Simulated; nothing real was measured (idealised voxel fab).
Process module, titled voxel fin reveal
Xsec cut, 270 nm wide, square cell size 5 nm.
Square cells in a grid make up a cross-section in this document, and the grid is given as bands, listed from the top down, each one or more rows of cells. Quick guide to a band line: top height, bottom height (nm) up front; then every material left to right with its width in nm. Only one material and it's marked "everywhere"? Then it fills the band edge to edge. And "empty" just means empty space. Below 0: as-received wafer, all one material; heights counted from there. Lowest band: no bottom, goes on down, written "0 nm and below". Quick explanation for "30..40": the width changes in equal steps down the rows of cells, from the first number in the band's top row to the second number in its bottom row. Reading "nothing altered" for a step: not a cell of the cross-section changed in it. Entry "Voids lacking openings" = empty spaces >= 8 cells with no open way to the top; each as width x height at distance, distance from left edge, all nm. Past the settings on a step's line: simulator remark, on that step. overlay nm: right-of-plan distance of the mask on a masked step; negative values mean left-of-plan.
[List of planned process steps]
| 1 | RECEIVE: material Si |
| 2 | CONFORMAL_DEP: material SiN, thk nm 10 |
| 3 | MASKED_ETCH: tone cover, mask id FINS, width nm 15, pitch nm 40, etch materials SiN, depth nm 10, overlay nm 0 |
| 4 | MASKED_ETCH: tone cover, mask id FINS, width nm 15, pitch nm 40, etch materials Si, depth nm 30, overlay nm 0 |
| 5 | OXIDIZE: depth nm 5 |
| 6 | FILL_DEP: material SiO2, thk nm 5 |
| 7 | CMP: height nm 10 |
| 8 | SELECTIVE_ETCH: etch materials SiO2, depth nm 30 |
| 9 | STRIP: etch materials SiN |
| 10 | CONFORMAL_DEP: material HfO2, thk nm 5 |
[As received (post step 1): cross-section]
  0 nm and below  Si everywhere
  Voids lacking openings: none
[Module complete, cross-section. Starting point and plan per above. One mistake made in running the module]
  5 nm to 0 nm  empty 100 nm / HfO2 25 nm / empty 15 nm / HfO2 25 nm / empty 105 nm
  0 nm to -15 nm  empty 100 nm / HfO2 5 nm / Si 15 nm / HfO2 5 nm / empty 15 nm / HfO2 5 nm / Si 15 nm / HfO2 5 nm / empty 105 nm
  -15 nm to -20 nm  HfO2 105 nm / Si 15 nm / HfO2 25 nm / Si 15 nm / HfO2 110 nm
  -20 nm to -35 nm  SiO2 105 nm / Si 15 nm / SiO2 25 nm / Si 15 nm / SiO2 110 nm
  -35 nm and below  Si everywhere
  Voids lacking openings: none
The plan and the run diverged here: in deviation from the planned setting, step 3 was conducted as MASKED_ETCH: tone cover, mask id FINS, width nm 25, pitch nm 40, etch materials SiN, depth nm 10, overlay nm 0
